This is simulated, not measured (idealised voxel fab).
This section sets out a process module, namely voxel tone inversion.
Cross-section cut: width 260 nm, square cells of 5 nm.
Cross-section = grid of square cells, listed top down in bands; band = one or more rows.
First you get the band's top height and its bottom height, in nm, and then the materials it's made of, left to right, with each width in nm. If you see a single material with "all across", that one covers the band edge to edge. "blank" is empty space.
Height is counted from the level 0, under which the received wafer is composed throughout of one material. The lowest of the bands is not closed at the bottom but continues downward, in the notation "z 0 and below".
So if you see something like "30..40" for the width, read it as the top row of the band sitting at the first number and the bottom row at the second, with every row in between moving by the same amount as the last.
Key: "changes: none" - step with no changed cell in the cross-section.
Heads up: "Cavities, sealed" only lists the empty pockets with no open path to the top that are 8 cells or more, and it writes them as width x height at distance, distance from the left edge, in nm.
Past the settings on a step's line: simulator remark, on that step.
The "overlay nm" setting may appear on a step's line; for a step that uses a mask, it gives how far to the right of its planned position the mask lay, and a negative value indicates the left.
**Planned process steps**
1,op RECEIVE | material Si
2,op CONFORMAL_DEP | material SiCN | thk nm 5
3,op DIRECTIONAL_DEP | material aC | thk nm 25
4,op PATTERN | tone cover | mask id POSTS | material resist | width nm 15 | pitch nm 45 | thk nm 30 | overlay nm 0
5,op DIRECTIONAL_ETCH | etch materials aC | depth nm 25
6,op STRIP | etch materials resist
7,op FILL_DEP | material SiO2 | thk nm 10
8,op CMP | height nm 30
9,op STRIP | etch materials aC
10,op CONFORMAL_DEP | material TiN | thk nm 5
11,op FILL_DEP | material Ru | thk nm 10
12,op CMP | height nm 30
13,op CONFORMAL_DEP | material SiCN | thk nm 5
**Wafer at receipt (post step 1), cross-section**
> z 0 and below  Si all across
> Cavities, sealed: none
**Module complete, cross-section. Starting point and plan per above. One mistake made in running the module**
> z 25 to 20  SiCN all across
> z 20 to 10  75 SiO2  5 TiN  5 Ru  5 TiN  30 SiO2  5 TiN  5 Ru  5 TiN  30 SiO2  5 TiN  5 Ru  5 TiN  80 SiO2
> z 10 to 5  75 SiO2  15 TiN  30 SiO2  15 TiN  30 SiO2  15 TiN  80 SiO2
> z 5 to 0  SiCN all across
> z 0 and below  Si all across
> Cavities, sealed: none
Plan not followed: step 12 was run on a setting that differed from the plan, and what really ran there is op CMP | height nm 20
